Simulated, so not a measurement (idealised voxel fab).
The document below concerns the process module designated voxel capacitor over wiring.
The figure presents cross-section cut, which has a width of 145 nm and is divided into square cells with an edge length of 5 nm.
Cross-section, as written here: a square-cell grid given band by band from the top down, where a band holds one or more rows of cells.
What a band's entry tells you: where the top is and where the bottom is, as heights in nm, and after that what lies inside, material by material from left to right, each with its width in nm. Empty space is written as the word "empty", and a single material marked with the word "all across" occupies the band from edge to edge.
Height reference: 0 = level under which incoming wafer is all one material. Lowest band: no bottom, runs on downward, e.g. "from 0 down".
A two-number width, for instance "30->40", indicates that the width is equal to the first number in the top row of the band and to the second number in the bottom row, and that it changes by a constant amount per row of cells.
Any step labelled "changes: none" changed none of the cells in the cross-section.
For the entry "Enclosed void catalog", the listed items are empty spaces with no open way to the top whose size is 8 cells or more; each item follows the pattern width x height at distance, where distance is from the left edge and all three are in nm.
The remark found on a step's line after its settings is issued by the simulator itself and pertains to that step.
overlay nm: for a step with a mask, the amount by which the mask lay right of where it was planned; a negative amount means left of it.
[List of planned process steps]
1) RECEIVE: material Si
2) CONFORMAL_DEP: material SiO2, thk nm 15
3) CONFORMAL_DEP: material SiN, thk nm 5
4) DIRECTIONAL_DEP: material SiO2, thk nm 20
5) DIRECTIONAL_DEP: material aC, thk nm 10
6) PATTERN: tone open, mask id METAL_1, material resist, width nm 20, pitch nm 90, thk nm 30, overlay nm 0
7) DIRECTIONAL_ETCH: etch materials aC, depth nm 10
8) STRIP: etch materials resist
9) DIRECTIONAL_ETCH: etch materials SiO2, depth nm 20
10) DIRECTIONAL_ETCH: etch materials SiN, depth nm 5
11) STRIP: etch materials aC
12) CONFORMAL_DEP: material TiN, thk nm 5
13) FILL_DEP: material Cu, thk nm 10
14) CMP: height nm 40
15) CONFORMAL_DEP: material SiCN, thk nm 5
16) DIRECTIONAL_DEP: material lowk, thk nm 15
17) DIRECTIONAL_DEP: material aC, thk nm 15
18) PATTERN: tone open, mask id PLUG_1, material resist, width nm 15, thk nm 35, overlay nm 0
19) DIRECTIONAL_ETCH: etch materials aC, depth nm 15
20) STRIP: etch materials resist
21) DIRECTIONAL_ETCH: etch materials lowk, depth nm 15
22) DIRECTIONAL_ETCH: etch materials SiCN, depth nm 5
23) STRIP: etch materials aC
24) CONFORMAL_DEP: material TiN, thk nm 5
25) FILL_DEP: material Cu, thk nm 5
26) CMP: height nm 60
27) DIRECTIONAL_DEP: material TiN, thk nm 5
28) DIRECTIONAL_DEP: material SiN, thk nm 5
29) DIRECTIONAL_DEP: material TiN, thk nm 5
30) DIRECTIONAL_DEP: material aC, thk nm 10
31) PATTERN: tone cover, mask id UPPER_PLATE, material resist, width nm 75, thk nm 30, overlay nm 0
32) DIRECTIONAL_ETCH: etch materials aC, depth nm 10
33) STRIP: etch materials resist
34) DIRECTIONAL_ETCH: etch materials TiN, depth nm 5
35) DIRECTIONAL_ETCH: etch materials SiN, depth nm 5
36) STRIP: etch materials aC
37) PATTERN: tone cover, mask id LOWER_PLATE, material resist, width nm 85, thk nm 15, overlay nm 0
38) DIRECTIONAL_ETCH: etch materials TiN, depth nm 5
39) STRIP: etch materials resist
40) FILL_DEP: material SiO2, thk nm 20
41) CMP: height nm 90
42) PATTERN: tone open, mask id PLUG_2, material resist, width nm 15, thk nm 15, overlay nm 0
43) DIRECTIONAL_ETCH: etch materials SiO2, depth nm 15
44) STRIP: etch materials resist
45) CONFORMAL_DEP: material TiN, thk nm 5
46) FILL_DEP: material Ru, thk nm 10
47) CMP: height nm 90
48) CONFORMAL_DEP: material SiN, thk nm 5
[Wafer as received: cross-section following step 1]
* from 0 down: Si all across
* Enclosed void catalog: none
[Starting wafer: above. Plan: above. Run: one mistake. Cross-section after the module: below]
* from 95 to 90: SiN all across
* from 90 to 80: 30 nm SiO2 / 5 nm TiN / 5 nm Ru / 5 nm TiN / 100 nm SiO2
* from 80 to 70: 30->20 nm SiO2 / 15->75 nm TiN / 100->50 nm SiO2
* from 70 to 65: 20 nm SiO2 / 75 nm SiN / 50 nm SiO2
* from 65 to 60: 15 nm SiO2 / 85 nm TiN / 45 nm SiO2
* from 60 to 50: 20 nm lowk / 5 nm TiN / 5 nm Cu / 5 nm TiN / 110 nm lowk
* from 50 to 45: 20 nm lowk / 15 nm TiN / 110 nm lowk
* from 45 to 40: Cu all across
* from 40 to 20: 15 nm SiO2 / 5 nm TiN / 10 nm Cu / 5 nm TiN / 70 nm SiO2 / 5 nm TiN / 10 nm Cu / 5 nm TiN / 20 nm SiO2
* from 20 to 15: 15 nm SiN / 20 nm TiN / 70 nm SiN / 20 nm TiN / 20 nm SiN
* from 15 to 0: SiO2 all across
* from 0 down: Si all across
* Enclosed void catalog: none
Finding, execution versus plan: the process deviated at step 15: the operation and settings actually run there were CONFORMAL_DEP: material Cu, thk nm 5
